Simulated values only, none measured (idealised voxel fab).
You're looking at the process module voxel air gaps.
Cross-section cut: width 235 nm, square cells of 5 nm.
Bands, listed from the top down, are how a cross-section gets written in this document; the cross-section itself is a grid of square cells, and a band is one or more rows of them. Within each band entry, the heights of the top and of the bottom of the band appear first, in that order and in nm; the materials of the band then follow from left to right, each with its corresponding width in nm. The designation "full width" on a single material indicates that it fills the band from edge to edge; the designation "blank" indicates empty space. The reference from which all heights are counted is 0, the level beneath which the as-received wafer is entirely one material; the lowest band, having no lower bound, proceeds downward and is written after the example "0..down". You'd read "30..40" like this: the band's top row of cells is as wide as the first number, its bottom row is as wide as the second, and going down, every row changes width by the same amount as the row before did. The cross-section has no changed cell in any step marked "identical to before". In "Cavities, sealed" the enclosed voids are listed, meaning empty spaces of 8 cells or larger without any opening to the top. The form is width x height at distance, distance from the left edge, units nm. Post-settings text on a step line: simulator's own remark regarding the step. "overlay nm" answers the question of how far to the right of plan the mask lay on a step that has a mask, and when it is negative the answer is to the left.
### Process steps foreseen in the plan
1,RECEIVE (material Si)
2,CONFORMAL_DEP (material SiO2; thk nm 15)
3,CONFORMAL_DEP (material SiCN; thk nm 5)
4,DIRECTIONAL_DEP (material SiO2; thk nm 35)
5,MASKED_ETCH (tone open; mask id LINES; width nm 25; pitch nm 50; etch materials SiO2; depth nm 35; overlay nm 0)
6,CONFORMAL_DEP (material TiN; thk nm 5)
7,FILL_DEP (material W; thk nm 10)
8,CMP (height nm 55)
9,EPI (material Ru; thk nm 10)
10,SELECTIVE_ETCH (etch materials SiO2; depth nm 45)
11,CONFORMAL_DEP (material SiCN; thk nm 5)
### Received-state cross-section, reflecting completion of step 1
0..down | Si full width
Cavities, sealed: none
### The plan above was carried out on the starting structure above with one mistake, and this cross-section shows the wafer at the end of the module
80..75 | blank: 30  SiCN: 175  blank: 30
75..55 | blank: 30  SiCN: 5  Ru: 165  SiCN: 5  blank: 30
55..50 | blank: 30  SiCN: 25  TiN: 5  W: 15  TiN: 5  SiO2: 25  TiN: 5  W: 15  TiN: 5  SiO2: 25  TiN: 5  W: 15  TiN: 5  SiCN: 25  blank: 30
50..25 | blank: 50  SiCN: 5  TiN: 5  W: 15  TiN: 5  SiO2: 25  TiN: 5  W: 15  TiN: 5  SiO2: 25  TiN: 5  W: 15  TiN: 5  SiCN: 5  blank: 50
25..20 | SiCN: 55  TiN: 25  SiO2: 25  TiN: 25  SiO2: 25  TiN: 25  SiCN: 55
20..15 | SiCN full width
15..0 | SiO2 full width
0..down | Si full width
Cavities, sealed: none
what went wrong: heads up, step 9 of the plan got done twice
